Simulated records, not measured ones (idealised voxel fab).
The document below concerns the process module designated voxel wiring stack.
cross-section cut | 190 nm wide | cells 5 nm
In what follows, cross-sections appear as grids of square cells, described through bands that run from the top down, where every band is one or more rows of cells.
Top, bottom (nm), then materials left to right with widths (nm); lone material tagged "throughout" fills the whole band edge to edge; "blank" = empty space.
A quick word on heights: they are counted from 0, and under that level the wafer as it came to us is one material throughout. The lowest band is different from the rest in having no bottom; it simply continues downward, written as in "0 and below".
A two-number width, for instance "30 to 40", indicates that the width is equal to the first number in the top row of the band and to the second number in the bottom row, and that it changes by a constant amount per row of cells.
You'll sometimes find "no change" written for a step, and that's the way of saying that nowhere in the cross-section did a cell change during that step.
In the "Enclosed void listing" entry, you get each enclosed empty space of 8 cells or more, one with no open way to the top, written width x height at distance, distance from the left edge, in nm.
Text after the settings on a step's line: the simulator's own remark on that step.
The setting "overlay nm" may be written on the line of a step. When the step uses a mask, the value reports how far to the right of the planned place the mask lay, and a negative value reports that it lay to the left.

[Process steps foreseen in the plan]
1 RECEIVE [material Si]
2 CONFORMAL_DEP [material SiO2] [thk nm 10]
3 CONFORMAL_DEP [material SiCN] [thk nm 5]
4 DIRECTIONAL_DEP [material lowk] [thk nm 25]
5 DIRECTIONAL_DEP [material aC] [thk nm 15]
6 PATTERN [tone open] [mask id METAL_1] [material resist] [width nm 20] [pitch nm 40] [thk nm 35] [overlay nm 0]
7 DIRECTIONAL_ETCH [etch materials aC] [depth nm 15]
8 STRIP [etch materials resist]
9 DIRECTIONAL_ETCH [etch materials lowk] [depth nm 25]
10 DIRECTIONAL_ETCH [etch materials SiCN] [depth nm 5]
11 STRIP [etch materials aC]
12 CONFORMAL_DEP [material TiN] [thk nm 5]
13 FILL_DEP [material Ru] [thk nm 5]
14 CMP [height nm 40]
15 CONFORMAL_DEP [material SiCN] [thk nm 5]
16 DIRECTIONAL_DEP [material lowk] [thk nm 15]
17 DIRECTIONAL_DEP [material aC] [thk nm 15]
18 PATTERN [tone open] [mask id PLUG_1] [material resist] [width nm 15] [pitch nm 40] [thk nm 35] [overlay nm 0]
19 DIRECTIONAL_ETCH [etch materials aC] [depth nm 15]
20 STRIP [etch materials resist]
21 DIRECTIONAL_ETCH [etch materials lowk] [depth nm 15]
22 DIRECTIONAL_ETCH [etch materials SiCN] [depth nm 5]
23 STRIP [etch materials aC]
24 EPI [material Ru] [thk nm 10]
25 EPI [material Ru] [thk nm 10]
26 CONFORMAL_DEP [material SiN] [thk nm 5]
27 DIRECTIONAL_DEP [material SiO2] [thk nm 15]
28 MASKED_ETCH [tone open] [mask id METAL_2] [width nm 20] [pitch nm 40] [etch materials SiO2] [depth nm 15] [overlay nm 0]
29 MASKED_ETCH [tone open] [mask id METAL_2] [width nm 20] [pitch nm 40] [etch materials SiN] [depth nm 5] [overlay nm 0]
30 CONFORMAL_DEP [material TiN] [thk nm 5]
31 FILL_DEP [material W] [thk nm 10]
32 CMP [height nm 80]
33 CONFORMAL_DEP [material SiN] [thk nm 5]

[Cross-section of the wafer upon arrival, representing the state reached after step 1]
  0 and below = Si throughout
  Enclosed void listing: none

[Here's the cross-section of the first of our two wafers at the end of the module - it ran as planned]
  85 down to 80 = SiN throughout
  80 down to 65 = SiO2 25  TiN 5  W 10  TiN 5  SiO2 20  TiN 5  W 10  TiN 5  SiO2 20  TiN 5  W 10  TiN 5  SiO2 20  TiN 5  W 10  TiN 5  SiO2 25
  65 down to 60 = SiN 25  TiN 20  SiN 20  TiN 20  SiN 20  TiN 20  SiN 20  TiN 20  SiN 25
  60 down to 45 = lowk 25  Ru 15  lowk 25  Ru 15  lowk 25  Ru 15  lowk 25  Ru 15  lowk 30
  45 down to 40 = SiCN 25  Ru 15  SiCN 25  Ru 15  SiCN 25  Ru 15  SiCN 25  Ru 15  SiCN 30
  40 down to 15 = lowk 25  TiN 5  Ru 10  TiN 5  lowk 20  TiN 5  Ru 10  TiN 5  lowk 20  TiN 5  Ru 10  TiN 5  lowk 20  TiN 5  Ru 10  TiN 5  lowk 25
  15 down to 10 = SiCN 25  TiN 20  SiCN 20  TiN 20  SiCN 20  TiN 20  SiCN 20  TiN 20  SiCN 25
  10 down to 0 = SiO2 throughout
  0 and below = Si throughout
  Enclosed void listing: none

[Second wafer cross-section at end of module - shared start and plan with the first, one mistake in the run]
  85 down to 80 = SiN throughout
  80 down to 65 = SiO2 25  TiN 5  W 10  TiN 5  SiO2 20  TiN 5  W 10  TiN 5  SiO2 20  TiN 5  W 10  TiN 5  SiO2 20  TiN 5  W 10  TiN 5  SiO2 25
  65 down to 60 = SiN 25  TiN 20  SiN 20  TiN 20  SiN 20  TiN 20  SiN 20  TiN 20  SiN 25
  60 down to 45 = lowk 25  Ru 15  lowk 25  Ru 15  lowk 25  Ru 15  lowk 25  Ru 15  lowk 30
  45 down to 40 = SiCN 25  Ru 15  SiCN 25  Ru 15  SiCN 25  Ru 15  SiCN 25  Ru 15  SiCN 30
  40 down to 35 = TiN 30  Ru 10  TiN 30  Ru 10  TiN 30  Ru 10  TiN 30  Ru 10  TiN 30
  35 down to 15 = lowk 25  TiN 5  Ru 10  TiN 5  lowk 20  TiN 5  Ru 10  TiN 5  lowk 20  TiN 5  Ru 10  TiN 5  lowk 20  TiN 5  Ru 10  TiN 5  lowk 25
  15 down to 10 = lowk 25  TiN 20  lowk 20  TiN 20  lowk 20  TiN 20  lowk 20  TiN 20  lowk 25
  10 down to 0 = SiO2 throughout
  0 and below = Si throughout
  Enclosed void listing: none
Which mistake was made when the wafer was run? step 3 of the plan was jumped over and never run
In the final state, the cell counts of the second wafer exceed or fall short of those of the first for the following materials: SiCN -22; TiN +22
